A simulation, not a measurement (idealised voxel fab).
Presented below is a process module, voxel self aligned vias.
The cross-section on display is named cut; it measures 170 nm wide, and its cells are 5 nm squares.
In what follows, cross-sections appear as grids of square cells, described through bands that run from the top down, where every band is one or more rows of cells.
This entry defines a band. It first specifies the height of the band's top and the height of its bottom in nm, and then specifies the band's materials from left to right, stating each material with its width in nm. The word "edge to edge" identifies a single material that fills the band from edge to edge, while the word "blank" identifies empty space.
It should be noted that heights are counted from 0, beneath which the wafer as supplied is of one material throughout, and that the lowest band possesses no lower boundary but continues downward, as written in "0 nm and below".
Read "30..40" as a graded width: first number on top, second number at the bottom, same change between each pair of neighbouring rows.
"stayed the same", as given for a step, is the statement that not any cell of the cross-section underwent a change during that step.
Closed empty spaces (no open way to the top) of 8 cells or more are what "Enclosed void listing" lists, each as width x height at distance from the left edge, nm for all three.
If you see something after the settings on a step's line, that's the simulator's own remark about that step.
The "overlay nm" setting may appear on a step's line; for a step that uses a mask, it gives how far to the right of its planned position the mask lay, and a negative value indicates the left.

**These are the steps we planned for the process**
1. RECEIVE [material Si]
2. CONFORMAL_DEP [material SiO2] [thk nm 10]
3. CONFORMAL_DEP [material SiCN] [thk nm 5]
4. DIRECTIONAL_DEP [material SiO2] [thk nm 30]
5. DIRECTIONAL_DEP [material aC] [thk nm 10]
6. PATTERN [tone open] [mask id LINES] [material resist] [width nm 20] [pitch nm 45] [thk nm 25] [overlay nm -15]
7. DIRECTIONAL_ETCH [etch materials aC] [depth nm 10]
8. STRIP [etch materials resist]
9. DIRECTIONAL_ETCH [etch materials SiO2] [depth nm 30]
10. STRIP [etch materials aC]
11. CONFORMAL_DEP [material TiN] [thk nm 5]
12. FILL_DEP [material W] [thk nm 10]
13. CMP [height nm 45]
14. SELECTIVE_ETCH [etch materials W Ru TiN] [depth nm 10]
15. FILL_DEP [material SiN] [thk nm 10]
16. CMP [height nm 45]
17. DIRECTIONAL_DEP [material SiO2] [thk nm 15]
18. PATTERN [tone open] [mask id VIAS] [material resist] [width nm 30] [pitch nm 45] [thk nm 15] [overlay nm 0]
19. DIRECTIONAL_ETCH [etch materials SiO2] [depth nm 15]
20. DIRECTIONAL_ETCH [etch materials SiN] [depth nm 10]
21. STRIP [etch materials resist]
22. CONFORMAL_DEP [material TiN] [thk nm 5]
23. FILL_DEP [material W] [thk nm 5]
24. CMP [height nm 60]
25. CONFORMAL_DEP [material SiCN] [thk nm 5]
It is noted that the wafers described herein are identical at the outset and are distinguished by the overlay nm of step 6; the value stated in the plan corresponds to the first wafer.

**Cross-section of the first of several received wafers, showing its state after step 1**
- 0 nm and below: Si edge to edge
- Enclosed void listing: none

**Cross-section, first of several wafers, end of module, after last step 25**
- 65 nm to 60 nm: SiCN edge to edge
- 60 nm to 50 nm: SiO2: 45, then TiN: 5, then W: 20, then TiN: 5, then SiO2: 15, then TiN: 5, then W: 20, then TiN: 5, then SiO2: 50
- 50 nm to 45 nm: SiO2: 45, then TiN: 30, then SiO2: 15, then TiN: 30, then SiO2: 50
- 45 nm to 35 nm: SiO2: 35, then SiN: 10, then TiN: 10, then SiO2: 25, then SiN: 10, then TiN: 10, then SiO2: 70
- 35 nm to 20 nm: SiO2: 35, then TiN: 5, then W: 10, then TiN: 5, then SiO2: 25, then TiN: 5, then W: 10, then TiN: 5, then SiO2: 70
- 20 nm to 15 nm: SiO2: 35, then TiN: 20, then SiO2: 25, then TiN: 20, then SiO2: 70
- 15 nm to 10 nm: SiCN edge to edge
- 10 nm to 0 nm: SiO2 edge to edge
- 0 nm and below: Si edge to edge
- Enclosed void listing: none

**The last wafer as seen in cross-section at the end of the module**
- 65 nm to 60 nm: SiCN edge to edge
- 60 nm to 50 nm: SiO2: 45, then TiN: 5, then W: 20, then TiN: 5, then SiO2: 15, then TiN: 5, then W: 20, then TiN: 5, then SiO2: 50
- 50 nm to 45 nm: SiO2: 45, then TiN: 30, then SiO2: 15, then TiN: 30, then SiO2: 50
- 45 nm to 35 nm: SiO2: 65, then TiN: 10, then SiN: 10, then SiO2: 25, then TiN: 10, then SiN: 10, then SiO2: 40
- 35 nm to 20 nm: SiO2: 65, then TiN: 5, then W: 10, then TiN: 5, then SiO2: 25, then TiN: 5, then W: 10, then TiN: 5, then SiO2: 40
- 20 nm to 15 nm: SiO2: 65, then TiN: 20, then SiO2: 25, then TiN: 20, then SiO2: 40
- 15 nm to 10 nm: SiCN edge to edge
- 10 nm to 0 nm: SiO2 edge to edge
- 0 nm and below: Si edge to edge
- Enclosed void listing: none

**Below, a row for every wafer. Read it as the end-of-module picture: for each material the wafer shows its cells gained (+) or lost (-) since it was received, and then its closed voids**
overlay nm -15, +68 SiCN, +8 SiN, +290 SiO2, +48 TiN, +28 W, Enclosed void listing: none
overlay nm -10, +68 SiCN, +4 SiN, +290 SiO2, +48 TiN, +32 W, Enclosed void listing: none
overlay nm -5, +68 SiCN, +290 SiO2, +48 TiN, +36 W, Enclosed void listing: none
overlay nm 0, +68 SiCN, +290 SiO2, +48 TiN, +36 W, Enclosed void listing: none
overlay nm 5, +68 SiCN, +290 SiO2, +48 TiN, +36 W, Enclosed void listing: none
overlay nm 10, +68 SiCN, +4 SiN, +290 SiO2, +48 TiN, +32 W, Enclosed void listing: none
overlay nm 15, +68 SiCN, +8 SiN, +290 SiO2, +48 TiN, +28 W, Enclosed void listing: none
